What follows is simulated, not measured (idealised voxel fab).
Proc. module: voxel self aligned vias
The cross-section shown here is cut; it is 230 nm wide and divided into square cells measuring 5 nm on a side.
How to read a cross-section here: the picture is a grid of square cells, written as bands going from the top down, and any band can span one or more rows of cells.
Heights first: top, then bottom, in nm. Then materials, left to right, each with a width in nm. "everywhere" on a single material: fills the band edge to edge. "blank": empty space.
Height 0 is the level under which the wafer as received is all one material. The lowest band goes on downwards, as in "z 0 and below".
It should be noted that a width expressed as "30 to 40" varies in equal increments from row to row of cells within the band, taking the value of the first number at the top row and that of the second number at the bottom row.
"same as before" (step): cross-section cells unchanged, all of them.
The label "Voids, fully enclosed" introduces a list of the empty spaces, 8 cells or larger, that have no open way up to the top; each entry in it reads width x height at distance, where the distance is taken from the left edge and all three are stated in nm.
If you see something after the settings on a step's line, that's the simulator's own remark about that step.
overlay nm: mask offset rightward from planned place, masked step; negative means leftward offset.
Each pair of cross-sections that follows straddles one process step: the one shows the state before the step, the other the state after it, down to the lowest band that changed and no further. The step in question, and its settings, are given under the pair. Note that a pair is not necessarily a continuation of the pair above it, since pairs can come from different runs of this module on the same starting wafer; it is a continuation only where its entry headed "State before step" says so.
## State before step
* z 0 and below = Si everywhere
* Voids, fully enclosed: none
## after
* z 10 to 0 = SiO2 everywhere
* Unchanged below 0.
* Voids, fully enclosed: none
Name the step between the before and after sections above: CONFORMAL_DEP (material SiO2; thk nm 10)
State before step: we pick up right where the pair above leaves off, with its after cross-section.
## after
* z 15 to 10 = SiCN everywhere
* Unchanged below 10.
* Voids, fully enclosed: none
Name the step between the before and after sections above: CONFORMAL_DEP (material SiCN; thk nm 5)
State before step: we pick up right where the pair above leaves off, with its after cross-section.
## after
* z 40 to 15 = SiO2 everywhere
* Unchanged below 15.
* Voids, fully enclosed: none
Name the step between the before and after sections above: DIRECTIONAL_DEP (material SiO2; thk nm 25)
State before step: we pick up right where the pair above leaves off, with its after cross-section.
## after
* z 60 to 40 = resist=75 | blank=20 | resist=35 | blank=20 | resist=80
* Unchanged below 40.
* Voids, fully enclosed: none
Name the step between the before and after sections above: PATTERN (tone open; mask id LINES; material resist; width nm 20; pitch nm 55; thk nm 20; overlay nm 0)
State before step: we pick up right where the pair above leaves off, with its after cross-section.
## after
* z 60 to 40 = resist=75 | blank=20 | resist=35 | blank=20 | resist=80
* z 40 to 15 = SiO2=75 | blank=20 | SiO2=35 | blank=20 | SiO2=80
* Unchanged below 15.
* Voids, fully enclosed: none
Name the step between the before and after sections above: DIRECTIONAL_ETCH (etch materials SiO2; depth nm 25)
State before step: we pick up right where the pair above leaves off, with its after cross-section.
## after
* z 40 to 15 = SiO2=75 | blank=20 | SiO2=35 | blank=20 | SiO2=80
* Unchanged below 15.
* Voids, fully enclosed: none
Name the step between the before and after sections above: STRIP (etch materials resist)
State before step: we pick up right where the pair above leaves off, with its after cross-section.
## after
* z 45 to 40 = TiN=80 | blank=10 | TiN=45 | blank=10 | TiN=85
* z 40 to 20 = SiO2=75 | TiN=5 | blank=10 | TiN=5 | SiO2=35 | TiN=5 | blank=10 | TiN=5 | SiO2=80
* z 20 to 15 = SiO2=75 | TiN=20 | SiO2=35 | TiN=20 | SiO2=80
* Unchanged below 15.
* Voids, fully enclosed: none
Name the step between the before and after sections above: CONFORMAL_DEP (material TiN; thk nm 5)
State before step: we pick up right where the pair above leaves off, with its after cross-section.
## after
* z 50 to 45 = W everywhere
* z 45 to 40 = TiN=80 | W=10 | TiN=45 | W=10 | TiN=85
* z 40 to 20 = SiO2=75 | TiN=5 | W=10 | TiN=5 | SiO2=35 | TiN=5 | W=10 | TiN=5 | SiO2=80
* Unchanged below 20.
* Voids, fully enclosed: none
Name the step between the before and after sections above: FILL_DEP (material W; thk nm 5)
State before step: we pick up right where the pair above leaves off, with its after cross-section.
## after
* z 40 to 20 = SiO2=75 | TiN=5 | W=10 | TiN=5 | SiO2=35 | TiN=5 | W=10 | TiN=5 | SiO2=80
* Unchanged below 20.
* Voids, fully enclosed: none
Name the step between the before and after sections above: CMP (height nm 40)
State before step: we pick up right where the pair above leaves off, with its after cross-section.
## after
* z 40 to 30 = SiO2=75 | blank=20 | SiO2=35 | blank=20 | SiO2=80
* Unchanged below 30.
* Voids, fully enclosed: none
Name the step between the before and after sections above: SELECTIVE_ETCH (etch materials W Ru TiN; depth nm 10)
State before step: we pick up right where the pair above leaves off, with its after cross-section.
## after
* z 50 to 40 = SiN everywhere
* z 40 to 30 = SiO2=75 | SiN=20 | SiO2=35 | SiN=20 | SiO2=80
* Unchanged below 30.
* Voids, fully enclosed: none
Name the step between the before and after sections above: FILL_DEP (material SiN; thk nm 10)
State before step: we pick up right where the pair above leaves off, with its after cross-section.
## after
* z 40 to 30 = SiO2=75 | SiN=20 | SiO2=35 | SiN=20 | SiO2=80
* Unchanged below 30.
* Voids, fully enclosed: none
Name the step between the before and after sections above: CMP (height nm 40)
State before step: we pick up right where the pair above leaves off, with its after cross-section.
## after
* z 60 to 40 = SiO2 everywhere
* Unchanged below 40.
* Voids, fully enclosed: none
Name the step between the before and after sections above: DIRECTIONAL_DEP (material SiO2; thk nm 20)
State before step: we pick up right where the pair above leaves off, with its after cross-section.
## after
* z 75 to 60 = aC everywhere
* Unchanged below 60.
* Voids, fully enclosed: none
Name the step between the before and after sections above: DIRECTIONAL_DEP (material aC; thk nm 15)
State before step: we pick up right where the pair above leaves off, with its after cross-section.
## after
* z 105 to 75 = resist=65 | blank=40 | resist=15 | blank=40 | resist=70
* Unchanged below 75.
* Voids, fully enclosed: none
Name the step between the before and after sections above: PATTERN (tone open; mask id VIAS; material resist; width nm 40; pitch nm 55; thk nm 30; overlay nm 0)
State before step: we pick up right where the pair above leaves off, with its after cross-section.
## after
* z 90 to 75 = resist=65 | blank=40 | resist=15 | blank=40 | resist=70
* z 75 to 60 = aC=65 | blank=40 | aC=15 | blank=40 | aC=70
* Unchanged below 60.
* Voids, fully enclosed: none
Name the step between the before and after sections above: DIRECTIONAL_ETCH (etch materials aC; depth nm 15)
State before step: we pick up right where the pair above leaves off, with its after cross-section.
## after
* z 75 to 60 = aC=65 | blank=40 | aC=15 | blank=40 | aC=70
* Unchanged below 60.
* Voids, fully enclosed: none
Name the step between the before and after sections above: STRIP (etch materials resist)
State before step: we pick up right where the pair above leaves off, with its after cross-section.
## after
* z 75 to 60 = aC=65 | blank=40 | aC=15 | blank=40 | aC=70
* z 60 to 40 = SiO2=65 | blank=40 | SiO2=15 | blank=40 | SiO2=70
* Unchanged below 40.
* Voids, fully enclosed: none
Name the step between the before and after sections above: DIRECTIONAL_ETCH (etch materials SiO2; depth nm 20)
State before step: we pick up right where the pair above leaves off, with its after cross-section.
## after
* z 75 to 60 = aC=65 | blank=40 | aC=15 | blank=40 | aC=70
* z 60 to 40 = SiO2=65 | blank=40 | SiO2=15 | blank=40 | SiO2=70
* z 40 to 30 = SiO2=75 | blank=20 | SiO2=35 | blank=20 | SiO2=80
* Unchanged below 30.
* Voids, fully enclosed: none
Name the step between the before and after sections above: DIRECTIONAL_ETCH (etch materials SiN; depth nm 10)
State before step: we pick up right where the pair above leaves off, with its after cross-section.
## after
* z 60 to 40 = SiO2=65 | blank=40 | SiO2=15 | blank=40 | SiO2=70
* Unchanged below 40.
* Voids, fully enclosed: none
Name the step between the before and after sections above: STRIP (etch materials aC)
State before step: we pick up right where the pair above leaves off, with its after cross-section.
## after
* z 65 to 60 = TiN=70 | blank=30 | TiN=25 | blank=30 | TiN=75
* z 60 to 45 = SiO2=65 | TiN=5 | blank=30 | TiN=5 | SiO2=15 | TiN=5 | blank=30 | TiN=5 | SiO2=70
* z 45 to 35 = SiO2=65 to 75 | TiN=15 to 5 | blank=10 | TiN=15 to 5 | SiO2=15 to 35 | TiN=15 to 5 | blank=10 | TiN=15 to 5 | SiO2=70 to 80
* z 35 to 30 = SiO2=75 | TiN=20 | SiO2=35 | TiN=20 | SiO2=80
* Unchanged below 30.
* Voids, fully enclosed: none
Name the step between the before and after sections above: CONFORMAL_DEP (material TiN; thk nm 5)
State before step: we pick up right where the pair above leaves off, with its after cross-section.
## after
* z 70 to 65 = Ru everywhere
* z 65 to 60 = TiN=70 | Ru=30 | TiN=25 | Ru=30 | TiN=75
* z 60 to 45 = SiO2=65 | TiN=5 | Ru=30 | TiN=5 | SiO2=15 | TiN=5 | Ru=30 | TiN=5 | SiO2=70
* z 45 to 35 = SiO2=65 to 75 | TiN=15 to 5 | Ru=10 | TiN=15 to 5 | SiO2=15 to 35 | TiN=15 to 5 | Ru=10 | TiN=15 to 5 | SiO2=70 to 80
* Unchanged below 35.
* Voids, fully enclosed: none
Name the step between the before and after sections above: FILL_DEP (material Ru; thk nm 5)
State before step: we pick up right where the pair above leaves off, with its after cross-section.
## after
* z 60 to 45 = SiO2=65 | TiN=5 | Ru=30 | TiN=5 | SiO2=15 | TiN=5 | Ru=30 | TiN=5 | SiO2=70
* Unchanged below 45.
* Voids, fully enclosed: none
Name the step between the before and after sections above: CMP (height nm 60)
State before step: we pick up right where the pair above leaves off, with its after cross-section.
## after
* z 65 to 60 = SiCN everywhere
* Unchanged below 60.
* Voids, fully enclosed: none
Name the step between the before and after sections above: CONFORMAL_DEP (material SiCN; thk nm 5)
## State before step
* z 10 to 0 = SiO2 everywhere
* z 0 and below = Si everywhere
* Voids, fully enclosed: none
## after
* z 35 to 0 = SiO2 everywhere
* Unchanged below 0.
* Voids, fully enclosed: none
Name the step between the before and after sections above: DIRECTIONAL_DEP (material SiO2; thk nm 25)
State before step: we pick up right where the pair above leaves off, with its after cross-section.
## after
* z 55 to 35 = resist=75 | blank=20 | resist=35 | blank=20 | resist=80
* Unchanged below 35.
* Voids, fully enclosed: none
Name the step between the before and after sections above: PATTERN (tone open; mask id LINES; material resist; width nm 20; pitch nm 55; thk nm 20; overlay nm 0)
State before step: we pick up right where the pair above leaves off, with its after cross-section.
## after
* z 55 to 35 = resist=75 | blank=20 | resist=35 | blank=20 | resist=80
* z 35 to 10 = SiO2=75 | blank=20 | SiO2=35 | blank=20 | SiO2=80
* Unchanged below 10.
* Voids, fully enclosed: none
Name the step between the before and after sections above: DIRECTIONAL_ETCH (etch materials SiO2; depth nm 25)
State before step: we pick up right where the pair above leaves off, with its after cross-section.
## after
* z 35 to 10 = SiO2=75 | blank=20 | SiO2=35 | blank=20 | SiO2=80
* Unchanged below 10.
* Voids, fully enclosed: none
Name the step between the before and after sections above: STRIP (etch materials resist)
State before step: we pick up right where the pair above leaves off, with its after cross-section.
## after
* z 40 to 35 = TiN=80 | blank=10 | TiN=45 | blank=10 | TiN=85
* z 35 to 15 = SiO2=75 | TiN=5 | blank=10 | TiN=5 | SiO2=35 | TiN=5 | blank=10 | TiN=5 | SiO2=80
* z 15 to 10 = SiO2=75 | TiN=20 | SiO2=35 | TiN=20 | SiO2=80
* Unchanged below 10.
* Voids, fully enclosed: none
Name the step between the before and after sections above: CONFORMAL_DEP (material TiN; thk nm 5)
State before step: we pick up right where the pair above leaves off, with its after cross-section.
## after
* z 45 to 40 = W everywhere
* z 40 to 35 = TiN=80 | W=10 | TiN=45 | W=10 | TiN=85
* z 35 to 15 = SiO2=75 | TiN=5 | W=10 | TiN=5 | SiO2=35 | TiN=5 | W=10 | TiN=5 | SiO2=80
* Unchanged below 15.
* Voids, fully enclosed: none
Name the step between the before and after sections above: FILL_DEP (material W; thk nm 5)
State before step: we pick up right where the pair above leaves off, with its after cross-section.
## after
* z 40 to 35 = TiN=80 | W=10 | TiN=45 | W=10 | TiN=85
* Unchanged below 35.
* Voids, fully enclosed: none
Name the step between the before and after sections above: CMP (height nm 40)
State before step: we pick up right where the pair above leaves off, with its after cross-section.
## after
* z 35 to 30 = SiO2=75 | blank=20 | SiO2=35 | blank=20 | SiO2=80
* Unchanged below 30.
* Voids, fully enclosed: none
Name the step between the before and after sections above: SELECTIVE_ETCH (etch materials W Ru TiN; depth nm 10)
State before step: we pick up right where the pair above leaves off, with its after cross-section.
## after
* z 45 to 35 = SiN everywhere
* z 35 to 30 = SiO2=75 | SiN=20 | SiO2=35 | SiN=20 | SiO2=80
* Unchanged below 30.
* Voids, fully enclosed: none
Name the step between the before and after sections above: FILL_DEP (material SiN; thk nm 10)
State before step: we pick up right where the pair above leaves off, with its after cross-section.
## after
* z 40 to 35 = SiN everywhere
* Unchanged below 35.
* Voids, fully enclosed: none
Name the step between the before and after sections above: CMP (height nm 40)
State before step: we pick up right where the pair above leaves off, with its after cross-section.
## after
* z 60 to 40 = SiO2 everywhere
* Unchanged below 40.
* Voids, fully enclosed: none
Name the step between the before and after sections above: DIRECTIONAL_DEP (material SiO2; thk nm 20)
State before step: we pick up right where the pair above leaves off, with its after cross-section.
## after
* z 75 to 60 = aC everywhere
* Unchanged below 60.
* Voids, fully enclosed: none
Name the step between the before and after sections above: DIRECTIONAL_DEP (material aC; thk nm 15)
State before step: we pick up right where the pair above leaves off, with its after cross-section.
## after
* z 105 to 75 = resist=65 | blank=40 | resist=15 | blank=40 | resist=70
* Unchanged below 75.
* Voids, fully enclosed: none
Name the step between the before and after sections above: PATTERN (tone open; mask id VIAS; material resist; width nm 40; pitch nm 55; thk nm 30; overlay nm 0)
State before step: we pick up right where the pair above leaves off, with its after cross-section.
## after
* z 90 to 75 = resist=65 | blank=40 | resist=15 | blank=40 | resist=70
* z 75 to 60 = aC=65 | blank=40 | aC=15 | blank=40 | aC=70
* Unchanged below 60.
* Voids, fully enclosed: none
Name the step between the before and after sections above: DIRECTIONAL_ETCH (etch materials aC; depth nm 15)
State before step: we pick up right where the pair above leaves off, with its after cross-section.
## after
* z 75 to 60 = aC=65 | blank=40 | aC=15 | blank=40 | aC=70
* Unchanged below 60.
* Voids, fully enclosed: none
Name the step between the before and after sections above: STRIP (etch materials resist)
State before step: we pick up right where the pair above leaves off, with its after cross-section.
## after
* z 75 to 60 = aC=65 | blank=40 | aC=15 | blank=40 | aC=70
* z 60 to 40 = SiO2=65 | blank=40 | SiO2=15 | blank=40 | SiO2=70
* Unchanged below 40.
* Voids, fully enclosed: none
Name the step between the before and after sections above: DIRECTIONAL_ETCH (etch materials SiO2; depth nm 20)
State before step: we pick up right where the pair above leaves off, with its after cross-section.
## after
* z 75 to 60 = aC=65 | blank=40 | aC=15 | blank=40 | aC=70
* z 60 to 40 = SiO2=65 | blank=40 | SiO2=15 | blank=40 | SiO2=70
* z 40 to 35 = SiN=65 | blank=40 | SiN=15 | blank=40 | SiN=70
* z 35 to 30 = SiO2=75 | blank=20 | SiO2=35 | blank=20 | SiO2=80
* Unchanged below 30.
* Voids, fully enclosed: none
Name the step between the before and after sections above: DIRECTIONAL_ETCH (etch materials SiN; depth nm 10)
State before step: we pick up right where the pair above leaves off, with its after cross-section.
## after
* z 60 to 40 = SiO2=65 | blank=40 | SiO2=15 | blank=40 | SiO2=70
* Unchanged below 40.
* Voids, fully enclosed: none
Name the step between the before and after sections above: STRIP (etch materials aC)
State before step: we pick up right where the pair above leaves off, with its after cross-section.
## after
* z 65 to 60 = TiN=70 | blank=30 | TiN=25 | blank=30 | TiN=75
* z 60 to 40 = SiO2=65 | TiN=5 | blank=30 | TiN=5 | SiO2=15 | TiN=5 | blank=30 | TiN=5 | SiO2=70
* z 40 to 35 = SiN=65 | TiN=15 | blank=10 | TiN=15 | SiN=15 | TiN=15 | blank=10 | TiN=15 | SiN=70
* z 35 to 30 = SiO2=75 | TiN=20 | SiO2=35 | TiN=20 | SiO2=80
* Unchanged below 30.
* Voids, fully enclosed: none
Name the step between the before and after sections above: CONFORMAL_DEP (material TiN; thk nm 5)
State before step: we pick up right where the pair above leaves off, with its after cross-section.
## after
* z 70 to 65 = Ru everywhere
* z 65 to 60 = TiN=70 | Ru=30 | TiN=25 | Ru=30 | TiN=75
* z 60 to 40 = SiO2=65 | TiN=5 | Ru=30 | TiN=5 | SiO2=15 | TiN=5 | Ru=30 | TiN=5 | SiO2=70
* z 40 to 35 = SiN=65 | TiN=15 | Ru=10 | TiN=15 | SiN=15 | TiN=15 | Ru=10 | TiN=15 | SiN=70
* Unchanged below 35.
* Voids, fully enclosed: none
Name the step between the before and after sections above: FILL_DEP (material Ru; thk nm 5)
State before step: we pick up right where the pair above leaves off, with its after cross-section.
## after
* z 60 to 40 = SiO2=65 | TiN=5 | Ru=30 | TiN=5 | SiO2=15 | TiN=5 | Ru=30 | TiN=5 | SiO2=70
* Unchanged below 40.
* Voids, fully enclosed: none
Name the step between the before and after sections above: CMP (height nm 60)
State before step: we pick up right where the pair above leaves off, with its after cross-section.
## after
* z 65 to 60 = SiCN everywhere
* Unchanged below 60.
* Voids, fully enclosed: none
Name the step between the before and after sections above: CONFORMAL_DEP (material SiCN; thk nm 5)
## State before step
* z 75 to 60 = aC=65 | blank=40 | aC=15 | blank=40 | aC=70
* z 60 to 40 = SiO2=65 | blank=40 | SiO2=15 | blank=40 | SiO2=70
* z 40 to 30 = SiO2=75 | SiN=20 | SiO2=35 | SiN=20 | SiO2=80
* z 30 to 20 = SiO2=75 | TiN=5 | W=10 | TiN=5 | SiO2=35 | TiN=5 | W=10 | TiN=5 | SiO2=80
* z 20 to 15 = SiO2=75 | TiN=20 | SiO2=35 | TiN=20 | SiO2=80
* z 15 to 10 = SiCN everywhere
* z 10 to 0 = SiO2 everywhere
* z 0 and below = Si everywhere
* Voids, fully enclosed: none
## after
* z 75 to 60 = aC=65 | blank=40 | aC=15 | blank=40 | aC=70
* z 60 to 40 = SiO2=65 | blank=40 | SiO2=15 | blank=40 | SiO2=70
* z 40 to 30 = SiO2=65 | blank=10 | SiN=20 | blank=10 | SiO2=15 | blank=10 | SiN=20 | blank=10 | SiO2=70
* z 30 to 20 = SiO2=65 | blank=10 | TiN=5 | W=10 | TiN=5 | blank=10 | SiO2=15 | blank=10 | TiN=5 | W=10 | TiN=5 | blank=10 | SiO2=70
* Unchanged below 20.
* Voids, fully enclosed: none
Name the step between the before and after sections above: DIRECTIONAL_ETCH (etch materials SiO2; depth nm 20)
State before step: we pick up right where the pair above leaves off, with its after cross-section.
## after
* z 75 to 60 = aC=65 | blank=40 | aC=15 | blank=40 | aC=70
* z 60 to 30 = SiO2=65 | blank=40 | SiO2=15 | blank=40 | SiO2=70
* Unchanged below 30.
* Voids, fully enclosed: none
Name the step between the before and after sections above: DIRECTIONAL_ETCH (etch materials SiN; depth nm 10)
State before step: we pick up right where the pair above leaves off, with its after cross-section.
## after
* z 60 to 30 = SiO2=65 | blank=40 | SiO2=15 | blank=40 | SiO2=70
* Unchanged below 30.
* Voids, fully enclosed: none
Name the step between the before and after sections above: STRIP (etch materials aC)
State before step: we pick up right where the pair above leaves off, with its after cross-section.
## after
* z 65 to 60 = TiN=70 | blank=30 | TiN=25 | blank=30 | TiN=75
* z 60 to 35 = SiO2=65 | TiN=5 | blank=30 | TiN=5 | SiO2=15 | TiN=5 | blank=30 | TiN=5 | SiO2=70
* z 35 to 30 = SiO2=65 | TiN=40 | SiO2=15 | TiN=40 | SiO2=70
* z 30 to 20 = SiO2=65 | TiN=15 | W=10 | TiN=15 | SiO2=15 | TiN=15 | W=10 | TiN=15 | SiO2=70
* Unchanged below 20.
* Voids, fully enclosed: none
Name the step between the before and after sections above: CONFORMAL_DEP (material TiN; thk nm 5)
State before step: we pick up right where the pair above leaves off, with its after cross-section.
## after
* z 70 to 65 = Ru everywhere
* z 65 to 60 = TiN=70 | Ru=30 | TiN=25 | Ru=30 | TiN=75
* z 60 to 35 = SiO2=65 | TiN=5 | Ru=30 | TiN=5 | SiO2=15 | TiN=5 | Ru=30 | TiN=5 | SiO2=70
* Unchanged below 35.
* Voids, fully enclosed: none
Name the step between the before and after sections above: FILL_DEP (material Ru; thk nm 5)
State before step: we pick up right where the pair above leaves off, with its after cross-section.
## after
* z 60 to 35 = SiO2=65 | TiN=5 | Ru=30 | TiN=5 | SiO2=15 | TiN=5 | Ru=30 | TiN=5 | SiO2=70
* Unchanged below 35.
* Voids, fully enclosed: none
Name the step between the before and after sections above: CMP (height nm 60)
State before step: we pick up right where the pair above leaves off, with its after cross-section.
## after
* z 65 to 60 = SiCN everywhere
* Unchanged below 60.
* Voids, fully enclosed: none
Name the step between the before and after sections above: CONFORMAL_DEP (material SiCN; thk nm 5)
## State before step
* z 35 to 0 = SiO2 everywhere
* z 0 and below = Si everywhere
* Voids, fully enclosed: none
## after
* z 40 to 35 = SiCN everywhere
* Unchanged below 35.
* Voids, fully enclosed: none
Name the step between the before and after sections above: CONFORMAL_DEP (material SiCN; thk nm 5)
State before step: we pick up right where the pair above leaves off, with its after cross-section.
## after
* z 60 to 40 = resist=75 | blank=20 | resist=35 | blank=20 | resist=80
* Unchanged below 40.
* Voids, fully enclosed: none
Name the step between the before and after sections above: PATTERN (tone open; mask id LINES; material resist; width nm 20; pitch nm 55; thk nm 20; overlay nm 0)
State before step: we pick up right where the pair above leaves off, with its after cross-section.
## after
* z 40 to 35 = SiCN everywhere
* Unchanged below 35.
* Voids, fully enclosed: none
Name the step between the before and after sections above: STRIP (etch materials resist)
State before step: we pick up right where the pair above leaves off, with its after cross-section.
## after
* z 45 to 40 = TiN everywhere
* Unchanged below 40.
* Voids, fully enclosed: none
Name the step between the before and after sections above: CONFORMAL_DEP (material TiN; thk nm 5)
State before step: we pick up right where the pair above leaves off, with its after cross-section.
## after
* z 50 to 45 = W everywhere
* Unchanged below 45.
* Voids, fully enclosed: none
Name the step between the before and after sections above: FILL_DEP (material W; thk nm 5)
State before step: we pick up right where the pair above leaves off, with its after cross-section.
## after
* z 40 to 35 = SiCN everywhere
* Unchanged below 35.
* Voids, fully enclosed: none
Name the step between the before and after sections above: CMP (height nm 40)
State before step: we pick up right where the pair above leaves off, with its after cross-section.
## after
* z 50 to 40 = SiN everywhere
* Unchanged below 40.
* Voids, fully enclosed: none
Name the step between the before and after sections above: FILL_DEP (material SiN; thk nm 10)
State before step: we pick up right where the pair above leaves off, with its after cross-section.
## after
* z 40 to 35 = SiCN everywhere
* Unchanged below 35.
* Voids, fully enclosed: none
Name the step between the before and after sections above: CMP (height nm 40)
State before step: we pick up right where the pair above leaves off, with its after cross-section.
## after
* z 60 to 40 = SiO2 everywhere
* Unchanged below 40.
* Voids, fully enclosed: none
Name the step between the before and after sections above: DIRECTIONAL_DEP (material SiO2; thk nm 20)
State before step: we pick up right where the pair above leaves off, with its after cross-section.
## after
* z 75 to 60 = aC everywhere
* Unchanged below 60.
* Voids, fully enclosed: none
Name the step between the before and after sections above: DIRECTIONAL_DEP (material aC; thk nm 15)
State before step: we pick up right where the pair above leaves off, with its after cross-section.
## after
* z 105 to 75 = resist=65 | blank=40 | resist=15 | blank=40 | resist=70
* Unchanged below 75.
* Voids, fully enclosed: none
Name the step between the before and after sections above: PATTERN (tone open; mask id VIAS; material resist; width nm 40; pitch nm 55; thk nm 30; overlay nm 0)
State before step: we pick up right where the pair above leaves off, with its after cross-section.
## after
* z 90 to 75 = resist=65 | blank=40 | resist=15 | blank=40 | resist=70
* z 75 to 60 = aC=65 | blank=40 | aC=15 | blank=40 | aC=70
* Unchanged below 60.
* Voids, fully enclosed: none
Name the step between the before and after sections above: DIRECTIONAL_ETCH (etch materials aC; depth nm 15)
State before step: we pick up right where the pair above leaves off, with its after cross-section.
## after
* z 75 to 60 = aC=65 | blank=40 | aC=15 | blank=40 | aC=70
* Unchanged below 60.
* Voids, fully enclosed: none
Name the step between the before and after sections above: STRIP (etch materials resist)
State before step: we pick up right where the pair above leaves off, with its after cross-section.
## after
* z 75 to 60 = aC=65 | blank=40 | aC=15 | blank=40 | aC=70
* z 60 to 40 = SiO2=65 | blank=40 | SiO2=15 | blank=40 | SiO2=70
* Unchanged below 40.
* Voids, fully enclosed: none
Name the step between the before and after sections above: DIRECTIONAL_ETCH (etch materials SiO2; depth nm 20)
State before step: we pick up right where the pair above leaves off, with its after cross-section.
## after
* z 60 to 40 = SiO2=65 | blank=40 | SiO2=15 | blank=40 | SiO2=70
* Unchanged below 40.
* Voids, fully enclosed: none
Name the step between the before and after sections above: STRIP (etch materials aC)
State before step: we pick up right where the pair above leaves off, with its after cross-section.
## after
* z 65 to 60 = TiN=70 | blank=30 | TiN=25 | blank=30 | TiN=75
* z 60 to 45 = SiO2=65 | TiN=5 | blank=30 | TiN=5 | SiO2=15 | TiN=5 | blank=30 | TiN=5 | SiO2=70
* z 45 to 40 = SiO2=65 | TiN=40 | SiO2=15 | TiN=40 | SiO2=70
* Unchanged below 40.
* Voids, fully enclosed: none
Name the step between the before and after sections above: CONFORMAL_DEP (material TiN; thk nm 5)
State before step: we pick up right where the pair above leaves off, with its after cross-section.
## after
* z 70 to 65 = Ru everywhere
* z 65 to 60 = TiN=70 | Ru=30 | TiN=25 | Ru=30 | TiN=75
* z 60 to 45 = SiO2=65 | TiN=5 | Ru=30 | TiN=5 | SiO2=15 | TiN=5 | Ru=30 | TiN=5 | SiO2=70
* Unchanged below 45.
* Voids, fully enclosed: none
Name the step between the before and after sections above: FILL_DEP (material Ru; thk nm 5)
State before step: we pick up right where the pair above leaves off, with its after cross-section.
## after
* z 60 to 45 = SiO2=65 | TiN=5 | Ru=30 | TiN=5 | SiO2=15 | TiN=5 | Ru=30 | TiN=5 | SiO2=70
* Unchanged below 45.
* Voids, fully enclosed: none
Name the step between the before and after sections above: CMP (height nm 60)
State before step: we pick up right where the pair above leaves off, with its after cross-section.
## after
* z 65 to 60 = SiCN everywhere
* Unchanged below 60.
* Voids, fully enclosed: none
Name the step between the before and after sections above: CONFORMAL_DEP (material SiCN; thk nm 5)
## State before step
* z 70 to 65 = Ru everywhere
* z 65 to 60 = TiN=70 | Ru=30 | TiN=25 | Ru=30 | TiN=75
* z 60 to 45 = SiO2=65 | TiN=5 | Ru=30 | TiN=5 | SiO2=15 | TiN=5 | Ru=30 | TiN=5 | SiO2=70
* z 45 to 35 = SiO2=65 to 75 | TiN=15 to 5 | Ru=10 | TiN=15 to 5 | SiO2=15 to 35 | TiN=15 to 5 | Ru=10 | TiN=15 to 5 | SiO2=70 to 80
* z 35 to 30 = SiO2=75 | TiN=20 | SiO2=35 | TiN=20 | SiO2=80
* z 30 to 20 = SiO2=75 | TiN=5 | W=10 | TiN=5 | SiO2=35 | TiN=5 | W=10 | TiN=5 | SiO2=80
* z 20 to 15 = SiO2=75 | TiN=20 | SiO2=35 | TiN=20 | SiO2=80
* z 15 to 10 = SiCN everywhere
* z 10 to 0 = SiO2 everywhere
* z 0 and below = Si everywhere
* Voids, fully enclosed: none
## after
* z 65 to 60 = TiN=70 | Ru=30 | TiN=25 | Ru=30 | TiN=75
* Unchanged below 60.
* Voids, fully enclosed: none
Name the step between the before and after sections above: CMP (height nm 65)
State before step: we pick up right where the pair above leaves off, with its after cross-section.
## after
* z 70 to 65 = SiCN everywhere
* Unchanged below 65.
* Voids, fully enclosed: none
Name the step between the before and after sections above: CONFORMAL_DEP (material SiCN; thk nm 5)
## State before step
* z 75 to 60 = aC everywhere
* z 60 to 40 = SiO2 everywhere
* z 40 to 30 = SiO2=75 | SiN=20 | SiO2=35 | SiN=20 | SiO2=80
* z 30 to 20 = SiO2=75 | TiN=5 | W=10 | TiN=5 | SiO2=35 | TiN=5 | W=10 | TiN=5 | SiO2=80
* z 20 to 15 = SiO2=75 | TiN=20 | SiO2=35 | TiN=20 | SiO2=80
* z 15 to 10 = SiCN everywhere
* z 10 to 0 = SiO2 everywhere
* z 0 and below = Si everywhere
* Voids, fully enclosed: none
## after
* z 105 to 75 = resist=70 | blank=30 | resist=25 | blank=30 | resist=75
* Unchanged below 75.
* Voids, fully enclosed: none
Name the step between the before and after sections above: PATTERN (tone open; mask id VIAS; material resist; width nm 30; pitch nm 55; thk nm 30; overlay nm 0)
State before step: we pick up right where the pair above leaves off, with its after cross-section.
## after
* z 90 to 75 = resist=70 | blank=30 | resist=25 | blank=30 | resist=75
* z 75 to 60 = aC=70 | blank=30 | aC=25 | blank=30 | aC=75
* Unchanged below 60.
* Voids, fully enclosed: none
Name the step between the before and after sections above: DIRECTIONAL_ETCH (etch materials aC; depth nm 15)
State before step: we pick up right where the pair above leaves off, with its after cross-section.
## after
* z 75 to 60 = aC=70 | blank=30 | aC=25 | blank=30 | aC=75
* Unchanged below 60.
* Voids, fully enclosed: none
Name the step between the before and after sections above: STRIP (etch materials resist)
State before step: we pick up right where the pair above leaves off, with its after cross-section.
## after
* z 75 to 60 = aC=70 | blank=30 | aC=25 | blank=30 | aC=75
* z 60 to 40 = SiO2=70 | blank=30 | SiO2=25 | blank=30 | SiO2=75
* Unchanged below 40.
* Voids, fully enclosed: none
Name the step between the before and after sections above: DIRECTIONAL_ETCH (etch materials SiO2; depth nm 20)
State before step: we pick up right where the pair above leaves off, with its after cross-section.
## after
* z 75 to 60 = aC=70 | blank=30 | aC=25 | blank=30 | aC=75
* z 60 to 40 = SiO2=70 | blank=30 | SiO2=25 | blank=30 | SiO2=75
* z 40 to 30 = SiO2=75 | blank=20 | SiO2=35 | blank=20 | SiO2=80
* Unchanged below 30.
* Voids, fully enclosed: none
Name the step between the before and after sections above: DIRECTIONAL_ETCH (etch materials SiN; depth nm 10)
State before step: we pick up right where the pair above leaves off, with its after cross-section.
## after
* z 60 to 40 = SiO2=70 | blank=30 | SiO2=25 | blank=30 | SiO2=75
* Unchanged below 40.
* Voids, fully enclosed: none
Name the step between the before and after sections above: STRIP (etch materials aC)
State before step: we pick up right where the pair above leaves off, with its after cross-section.
## after
* z 65 to 60 = TiN=75 | blank=20 | TiN=35 | blank=20 | TiN=80
* z 60 to 45 = SiO2=70 | TiN=5 | blank=20 | TiN=5 | SiO2=25 | TiN=5 | blank=20 | TiN=5 | SiO2=75
* z 45 to 35 = SiO2=70 to 75 | TiN=10 to 5 | blank=10 | TiN=10 to 5 | SiO2=25 to 35 | TiN=10 to 5 | blank=10 | TiN=10 to 5 | SiO2=75 to 80
* z 35 to 30 = SiO2=75 | TiN=20 | SiO2=35 | TiN=20 | SiO2=80
* Unchanged below 30.
* Voids, fully enclosed: none
Name the step between the before and after sections above: CONFORMAL_DEP (material TiN; thk nm 5)
